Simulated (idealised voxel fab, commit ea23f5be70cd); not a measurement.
Process module under the name voxel capacitor over wiring
Section cut is 215 nm wide and gridded with 5 nm square cells.
Cross-section layout: square cells on a grid; listed as bands, top to bottom; a band spans one or more cell rows. Heads up on the band format: heights come first, top then bottom, in nm. After that it's the materials left to right, each with its width in nm. A single material flagged "all across" fills the whole band edge to edge, and "air" means there's empty space there. Heads up on the height convention: 0 is the point under which the incoming wafer is all one material, and the lowest band has no bottom, it just keeps going down, like "z 0 and below". So if you see something like "30..40" for the width, read it as the top row of the band sitting at the first number and the bottom row at the second, with every row in between moving by the same amount as the last. Where a step carries "remained unchanged", the cross-section came out of it unchanged, cell for cell. "Closed void roster": sealed empty spaces, 8 cells or more, no open way to top, listed width x height at distance, with distance from the left edge and width, height and distance in nm. Text after the settings on a step's line: the simulator's own remark on that step. overlay nm: step with mask; distance mask lay right of planned place; negative value = left of planned place.

Process steps (planned):
- 1: RECEIVE, material Si
- 2: CONFORMAL_DEP, material SiO2, thk nm 15
- 3: DIRECTIONAL_DEP, material TiN, thk nm 5
- 4: DIRECTIONAL_DEP, material W, thk nm 15
- 5: DIRECTIONAL_DEP, material aC, thk nm 15
- 6: PATTERN, tone cover, mask id METAL_1, material resist, width nm 20, pitch nm 70, thk nm 35, overlay nm 0
- 7: DIRECTIONAL_ETCH, etch materials aC, depth nm 15
- 8: STRIP, etch materials resist
- 9: DIRECTIONAL_ETCH, etch materials W, depth nm 15
- 10: DIRECTIONAL_ETCH, etch materials TiN, depth nm 5
- 11: STRIP, etch materials aC
- 12: CONFORMAL_DEP, material SiN, thk nm 5
- 13: FILL_DEP, material lowk, thk nm 10
- 14: CMP, height nm 35
- 15: CONFORMAL_DEP, material SiCN, thk nm 5
- 16: DIRECTIONAL_DEP, material lowk, thk nm 20
- 17: MASKED_ETCH, tone open, mask id PLUG_1, width nm 15, etch materials lowk, depth nm 20, overlay nm 0
- 18: MASKED_ETCH, tone open, mask id PLUG_1, width nm 15, etch materials SiCN, depth nm 5, overlay nm 0
- 19: CONFORMAL_DEP, material TiN, thk nm 5
- 20: FILL_DEP, material Cu, thk nm 10
- 21: CMP, height nm 60
- 22: DIRECTIONAL_DEP, material TiN, thk nm 10
- 23: DIRECTIONAL_DEP, material HfO2, thk nm 5
- 24: DIRECTIONAL_DEP, material TiN, thk nm 10
- 25: PATTERN, tone cover, mask id UPPER_PLATE, material resist, width nm 55, thk nm 15, overlay nm 0
- 26: DIRECTIONAL_ETCH, etch materials TiN, depth nm 10
- 27: DIRECTIONAL_ETCH, etch materials HfO2, depth nm 5
- 28: STRIP, etch materials resist
- 29: PATTERN, tone cover, mask id LOWER_PLATE, material resist, width nm 65, thk nm 20, overlay nm 0
- 30: DIRECTIONAL_ETCH, etch materials TiN, depth nm 10
- 31: STRIP, etch materials resist
- 32: FILL_DEP, material SiO2, thk nm 20
- 33: CMP, height nm 100
- 34: MASKED_ETCH, tone open, mask id PLUG_2, width nm 15, etch materials SiO2, depth nm 15, overlay nm 0
- 35: CONFORMAL_DEP, material TiN, thk nm 5
- 36: FILL_DEP, material Cu, thk nm 10
- 37: CMP, height nm 100
- 38: CONFORMAL_DEP, material SiN, thk nm 5

Below: the first of two wafers, run as planned:

As-received state of the wafer in cross-section, equivalent to post-step 1:
- z 0 and below  Si all across
- Closed void roster: none

Cross-section: wafer state after step 2:
- z 15 to 0  SiO2 all across
- Everything below 0 is unchanged.

Cross-section: wafer state after step 3:
- z 20 to 15  TiN all across
- Everything below 15 is unchanged.

Cross-section: wafer state after step 4:
- z 35 to 20  W all across
- Everything below 20 is unchanged.

Cross-section: wafer state after step 5:
- z 50 to 35  aC all across
- Everything below 35 is unchanged.

Cross-section: wafer state after step 6:
- z 85 to 50  60 nm air | 20 nm resist | 50 nm air | 20 nm resist | 65 nm air
- Everything below 50 is unchanged.

Cross-section: wafer state after step 7:
- z 70 to 50  60 nm air | 20 nm resist | 50 nm air | 20 nm resist | 65 nm air
- z 50 to 35  60 nm air | 20 nm aC | 50 nm air | 20 nm aC | 65 nm air
- Everything below 35 is unchanged.

Cross-section: wafer state after step 8:
- z 50 to 35  60 nm air | 20 nm aC | 50 nm air | 20 nm aC | 65 nm air
- Everything below 35 is unchanged.

Cross-section: wafer state after step 9:
- z 50 to 35  60 nm air | 20 nm aC | 50 nm air | 20 nm aC | 65 nm air
- z 35 to 20  60 nm air | 20 nm W | 50 nm air | 20 nm W | 65 nm air
- Everything below 20 is unchanged.

Cross-section: wafer state after step 10:
- z 50 to 35  60 nm air | 20 nm aC | 50 nm air | 20 nm aC | 65 nm air
- z 35 to 20  60 nm air | 20 nm W | 50 nm air | 20 nm W | 65 nm air
- z 20 to 15  60 nm air | 20 nm TiN | 50 nm air | 20 nm TiN | 65 nm air
- Everything below 15 is unchanged.

Cross-section: wafer state after step 11:
- z 35 to 20  60 nm air | 20 nm W | 50 nm air | 20 nm W | 65 nm air
- Everything below 20 is unchanged.

Cross-section: wafer state after step 12:
- z 40 to 35  55 nm air | 30 nm SiN | 40 nm air | 30 nm SiN | 60 nm air
- z 35 to 20  55 nm air | 5 nm SiN | 20 nm W | 5 nm SiN | 40 nm air | 5 nm SiN | 20 nm W | 5 nm SiN | 60 nm air
- z 20 to 15  60 nm SiN | 20 nm TiN | 50 nm SiN | 20 nm TiN | 65 nm SiN
- Everything below 15 is unchanged.

Cross-section: wafer state after step 13:
- z 50 to 40  lowk all across
- z 40 to 35  55 nm lowk | 30 nm SiN | 40 nm lowk | 30 nm SiN | 60 nm lowk
- z 35 to 20  55 nm lowk | 5 nm SiN | 20 nm W | 5 nm SiN | 40 nm lowk | 5 nm SiN | 20 nm W | 5 nm SiN | 60 nm lowk
- Everything below 20 is unchanged.

Cross-section: wafer state after step 14:
- z 35 to 20  55 nm lowk | 5 nm SiN | 20 nm W | 5 nm SiN | 40 nm lowk | 5 nm SiN | 20 nm W | 5 nm SiN | 60 nm lowk
- Everything below 20 is unchanged.

Cross-section: wafer state after step 15:
- z 40 to 35  SiCN all across
- Everything below 35 is unchanged.

Cross-section: wafer state after step 16:
- z 60 to 40  lowk all across
- Everything below 40 is unchanged.

Cross-section: wafer state after step 17:
- z 60 to 40  65 nm lowk | 15 nm air | 135 nm lowk
- Everything below 40 is unchanged.

Cross-section: wafer state after step 18:
- z 60 to 40  65 nm lowk | 15 nm air | 135 nm lowk
- z 40 to 35  65 nm SiCN | 15 nm air | 135 nm SiCN
- Everything below 35 is unchanged.

Cross-section: wafer state after step 19:
- z 65 to 60  70 nm TiN | 5 nm air | 140 nm TiN
- z 60 to 40  65 nm lowk | 5 nm TiN | 5 nm air | 5 nm TiN | 135 nm lowk
- z 40 to 35  65 nm SiCN | 15 nm TiN | 135 nm SiCN
- Everything below 35 is unchanged.

Cross-section: wafer state after step 20:
- z 75 to 65  Cu all across
- z 65 to 60  70 nm TiN | 5 nm Cu | 140 nm TiN
- z 60 to 40  65 nm lowk | 5 nm TiN | 5 nm Cu | 5 nm TiN | 135 nm lowk
- Everything below 40 is unchanged.

Cross-section: wafer state after step 21:
- z 60 to 40  65 nm lowk | 5 nm TiN | 5 nm Cu | 5 nm TiN | 135 nm lowk
- Everything below 40 is unchanged.

Cross-section: wafer state after step 22:
- z 70 to 60  TiN all across
- Everything below 60 is unchanged.

Cross-section: wafer state after step 23:
- z 75 to 70  HfO2 all across
- Everything below 70 is unchanged.

Cross-section: wafer state after step 24:
- z 85 to 75  TiN all across
- Everything below 75 is unchanged.

Cross-section: wafer state after step 25:
- z 100 to 85  65 nm air | 55 nm resist | 95 nm air
- Everything below 85 is unchanged.

Cross-section: wafer state after step 26:
- z 100 to 85  65 nm air | 55 nm resist | 95 nm air
- z 85 to 75  65 nm air | 55 nm TiN | 95 nm air
- Everything below 75 is unchanged.

Cross-section: wafer state after step 27:
- z 100 to 85  65 nm air | 55 nm resist | 95 nm air
- z 85 to 75  65 nm air | 55 nm TiN | 95 nm air
- z 75 to 70  65 nm air | 55 nm HfO2 | 95 nm air
- Everything below 70 is unchanged.

Cross-section: wafer state after step 28:
- z 85 to 75  65 nm air | 55 nm TiN | 95 nm air
- Everything below 75 is unchanged.

Cross-section: wafer state after step 29:
- z 105 to 85  60 nm air | 65 nm resist | 90 nm air
- z 85 to 75  60 nm air | 5 nm resist | 55 nm TiN | 5 nm resist | 90 nm air
- z 75 to 70  60 nm air | 5 nm resist | 55 nm HfO2 | 5 nm resist | 90 nm air
- Everything below 70 is unchanged.

Cross-section: wafer state after step 30:
- z 105 to 85  60 nm air | 65 nm resist | 90 nm air
- z 85 to 75  60 nm air | 5 nm resist | 55 nm TiN | 5 nm resist | 90 nm air
- z 75 to 70  60 nm air | 5 nm resist | 55 nm HfO2 | 5 nm resist | 90 nm air
- z 70 to 60  60 nm air | 65 nm TiN | 90 nm air
- Everything below 60 is unchanged.

Cross-section: wafer state after step 31:
- z 85 to 75  65 nm air | 55 nm TiN | 95 nm air
- z 75 to 70  65 nm air | 55 nm HfO2 | 95 nm air
- Everything below 70 is unchanged.

Cross-section: wafer state after step 32:
- z 105 to 85  SiO2 all across
- z 85 to 75  65 nm SiO2 | 55 nm TiN | 95 nm SiO2
- z 75 to 70  65 nm SiO2 | 55 nm HfO2 | 95 nm SiO2
- z 70 to 60  60 nm SiO2 | 65 nm TiN | 90 nm SiO2
- Everything below 60 is unchanged.

Cross-section: wafer state after step 33:
- z 100 to 85  SiO2 all across
- Everything below 85 is unchanged.

Cross-section: wafer state after step 34:
- z 100 to 85  75 nm SiO2 | 15 nm air | 125 nm SiO2
- Everything below 85 is unchanged.

Cross-section: wafer state after step 35:
- z 105 to 100  80 nm TiN | 5 nm air | 130 nm TiN
- z 100 to 90  75 nm SiO2 | 5 nm TiN | 5 nm air | 5 nm TiN | 125 nm SiO2
- z 90 to 85  75 nm SiO2 | 15 nm TiN | 125 nm SiO2
- Everything below 85 is unchanged.

Cross-section: wafer state after step 36:
- z 115 to 105  Cu all across
- z 105 to 100  80 nm TiN | 5 nm Cu | 130 nm TiN
- z 100 to 90  75 nm SiO2 | 5 nm TiN | 5 nm Cu | 5 nm TiN | 125 nm SiO2
- Everything below 90 is unchanged.

Cross-section: wafer state after step 37:
- z 100 to 90  75 nm SiO2 | 5 nm TiN | 5 nm Cu | 5 nm TiN | 125 nm SiO2
- Everything below 90 is unchanged.

Cross-section: wafer state after step 38:
- z 105 to 100  SiN all across
- Everything below 100 is unchanged.

The second wafer began exactly as the first did and followed the same plan, but one mistake was made while running it; through step 1 inclusive, the two wafers are identical:

Second wafer cross-section, taken as of the time the plan sets for step 2 to be done: remained unchanged

Second wafer cross-section, taken as of the time the plan sets for step 3 to be done:
- z 5 to 0  TiN all across
- Everything below 0 is unchanged.

Second wafer cross-section, taken as of the time the plan sets for step 4 to be done:
- z 20 to 5  W all across
- Everything below 5 is unchanged.

Second wafer cross-section, taken as of the time the plan sets for step 5 to be done:
- z 35 to 20  aC all across
- Everything below 20 is unchanged.

Second wafer cross-section, taken as of the time the plan sets for step 6 to be done:
- z 70 to 35  60 nm air | 20 nm resist | 50 nm air | 20 nm resist | 65 nm air
- Everything below 35 is unchanged.

Second wafer cross-section, taken as of the time the plan sets for step 7 to be done:
- z 55 to 35  60 nm air | 20 nm resist | 50 nm air | 20 nm resist | 65 nm air
- z 35 to 20  60 nm air | 20 nm aC | 50 nm air | 20 nm aC | 65 nm air
- Everything below 20 is unchanged.

Second wafer cross-section, taken as of the time the plan sets for step 8 to be done:
- z 35 to 20  60 nm air | 20 nm aC | 50 nm air | 20 nm aC | 65 nm air
- Everything below 20 is unchanged.

Second wafer cross-section, taken as of the time the plan sets for step 9 to be done:
- z 35 to 20  60 nm air | 20 nm aC | 50 nm air | 20 nm aC | 65 nm air
- z 20 to 5  60 nm air | 20 nm W | 50 nm air | 20 nm W | 65 nm air
- Everything below 5 is unchanged.

Second wafer cross-section, taken as of the time the plan sets for step 10 to be done:
- z 35 to 20  60 nm air | 20 nm aC | 50 nm air | 20 nm aC | 65 nm air
- z 20 to 5  60 nm air | 20 nm W | 50 nm air | 20 nm W | 65 nm air
- z 5 to 0  60 nm air | 20 nm TiN | 50 nm air | 20 nm TiN | 65 nm air
- Everything below 0 is unchanged.

Second wafer cross-section, taken as of the time the plan sets for step 11 to be done:
- z 20 to 5  60 nm air | 20 nm W | 50 nm air | 20 nm W | 65 nm air
- Everything below 5 is unchanged.

Second wafer cross-section, taken as of the time the plan sets for step 12 to be done:
- z 25 to 20  55 nm air | 30 nm SiN | 40 nm air | 30 nm SiN | 60 nm air
- z 20 to 5  55 nm air | 5 nm SiN | 20 nm W | 5 nm SiN | 40 nm air | 5 nm SiN | 20 nm W | 5 nm SiN | 60 nm air
- z 5 to 0  60 nm SiN | 20 nm TiN | 50 nm SiN | 20 nm TiN | 65 nm SiN
- Everything below 0 is unchanged.

Second wafer cross-section, taken as of the time the plan sets for step 13 to be done:
- z 35 to 25  lowk all across
- z 25 to 20  55 nm lowk | 30 nm SiN | 40 nm lowk | 30 nm SiN | 60 nm lowk
- z 20 to 5  55 nm lowk | 5 nm SiN | 20 nm W | 5 nm SiN | 40 nm lowk | 5 nm SiN | 20 nm W | 5 nm SiN | 60 nm lowk
- Everything below 5 is unchanged.

Second wafer cross-section, taken as of the time the plan sets for step 14 to be done: remained unchanged

Second wafer cross-section, taken as of the time the plan sets for step 15 to be done:
- z 40 to 35  SiCN all across
- Everything below 35 is unchanged.

Second wafer cross-section, taken as of the time the plan sets for step 16 to be done:
- z 60 to 40  lowk all across
- Everything below 40 is unchanged.

Second wafer cross-section, taken as of the time the plan sets for step 17 to be done:
- z 60 to 40  65 nm lowk | 15 nm air | 135 nm lowk
- Everything below 40 is unchanged.

Second wafer cross-section, taken as of the time the plan sets for step 18 to be done:
- z 60 to 40  65 nm lowk | 15 nm air | 135 nm lowk
- z 40 to 35  65 nm SiCN | 15 nm air | 135 nm SiCN
- Everything below 35 is unchanged.

Second wafer cross-section, taken as of the time the plan sets for step 19 to be done:
- z 65 to 60  70 nm TiN | 5 nm air | 140 nm TiN
- z 60 to 40  65 nm lowk | 5 nm TiN | 5 nm air | 5 nm TiN | 135 nm lowk
- z 40 to 35  65 nm SiCN | 15 nm TiN | 135 nm SiCN
- Everything below 35 is unchanged.

Second wafer cross-section, taken as of the time the plan sets for step 20 to be done:
- z 75 to 65  Cu all across
- z 65 to 60  70 nm TiN | 5 nm Cu | 140 nm TiN
- z 60 to 40  65 nm lowk | 5 nm TiN | 5 nm Cu | 5 nm TiN | 135 nm lowk
- Everything below 40 is unchanged.

Second wafer cross-section, taken as of the time the plan sets for step 21 to be done:
- z 60 to 40  65 nm lowk | 5 nm TiN | 5 nm Cu | 5 nm TiN | 135 nm lowk
- Everything below 40 is unchanged.

Second wafer cross-section, taken as of the time the plan sets for step 22 to be done:
- z 70 to 60  TiN all across
- Everything below 60 is unchanged.

Second wafer cross-section, taken as of the time the plan sets for step 23 to be done:
- z 75 to 70  HfO2 all across
- Everything below 70 is unchanged.

Second wafer cross-section, taken as of the time the plan sets for step 24 to be done:
- z 85 to 75  TiN all across
- Everything below 75 is unchanged.

Second wafer cross-section, taken as of the time the plan sets for step 25 to be done:
- z 100 to 85  65 nm air | 55 nm resist | 95 nm air
- Everything below 85 is unchanged.

Second wafer cross-section, taken as of the time the plan sets for step 26 to be done:
- z 100 to 85  65 nm air | 55 nm resist | 95 nm air
- z 85 to 75  65 nm air | 55 nm TiN | 95 nm air
- Everything below 75 is unchanged.

Second wafer cross-section, taken as of the time the plan sets for step 27 to be done:
- z 100 to 85  65 nm air | 55 nm resist | 95 nm air
- z 85 to 75  65 nm air | 55 nm TiN | 95 nm air
- z 75 to 70  65 nm air | 55 nm HfO2 | 95 nm air
- Everything below 70 is unchanged.

Second wafer cross-section, taken as of the time the plan sets for step 28 to be done:
- z 85 to 75  65 nm air | 55 nm TiN | 95 nm air
- Everything below 75 is unchanged.

Second wafer cross-section, taken as of the time the plan sets for step 29 to be done:
- z 105 to 85  60 nm air | 65 nm resist | 90 nm air
- z 85 to 75  60 nm air | 5 nm resist | 55 nm TiN | 5 nm resist | 90 nm air
- z 75 to 70  60 nm air | 5 nm resist | 55 nm HfO2 | 5 nm resist | 90 nm air
- Everything below 70 is unchanged.

Second wafer cross-section, taken as of the time the plan sets for step 30 to be done:
- z 105 to 85  60 nm air | 65 nm resist | 90 nm air
- z 85 to 75  60 nm air | 5 nm resist | 55 nm TiN | 5 nm resist | 90 nm air
- z 75 to 70  60 nm air | 5 nm resist | 55 nm HfO2 | 5 nm resist | 90 nm air
- z 70 to 60  60 nm air | 65 nm TiN | 90 nm air
- Everything below 60 is unchanged.

Second wafer cross-section, taken as of the time the plan sets for step 31 to be done:
- z 85 to 75  65 nm air | 55 nm TiN | 95 nm air
- z 75 to 70  65 nm air | 55 nm HfO2 | 95 nm air
- Everything below 70 is unchanged.

Second wafer cross-section, taken as of the time the plan sets for step 32 to be done:
- z 105 to 85  SiO2 all across
- z 85 to 75  65 nm SiO2 | 55 nm TiN | 95 nm SiO2
- z 75 to 70  65 nm SiO2 | 55 nm HfO2 | 95 nm SiO2
- z 70 to 60  60 nm SiO2 | 65 nm TiN | 90 nm SiO2
- Everything below 60 is unchanged.

Second wafer cross-section, taken as of the time the plan sets for step 33 to be done:
- z 100 to 85  SiO2 all across
- Everything below 85 is unchanged.

Second wafer cross-section, taken as of the time the plan sets for step 34 to be done:
- z 100 to 85  75 nm SiO2 | 15 nm air | 125 nm SiO2
- Everything below 85 is unchanged.

Second wafer cross-section, taken as of the time the plan sets for step 35 to be done:
- z 105 to 100  80 nm TiN | 5 nm air | 130 nm TiN
- z 100 to 90  75 nm SiO2 | 5 nm TiN | 5 nm air | 5 nm TiN | 125 nm SiO2
- z 90 to 85  75 nm SiO2 | 15 nm TiN | 125 nm SiO2
- Everything below 85 is unchanged.

Second wafer cross-section, taken as of the time the plan sets for step 36 to be done:
- z 115 to 105  Cu all across
- z 105 to 100  80 nm TiN | 5 nm Cu | 130 nm TiN
- z 100 to 90  75 nm SiO2 | 5 nm TiN | 5 nm Cu | 5 nm TiN | 125 nm SiO2
- Everything below 90 is unchanged.

Second wafer cross-section, taken as of the time the plan sets for step 37 to be done:
- z 100 to 90  75 nm SiO2 | 5 nm TiN | 5 nm Cu | 5 nm TiN | 125 nm SiO2
- Everything below 90 is unchanged.

Second wafer cross-section, taken as of the time the plan sets for step 38 to be done:
- z 105 to 100  SiN all across
- Everything below 100 is unchanged.
What was the processing mistake? step 2 in the plan did not get run; it was skipped
It is noted that, at the conclusion of processing, the second wafer exhibits a higher or lower cell count for certain materials relative to the first: +12 SiN; -129 SiO2; +117 lowk
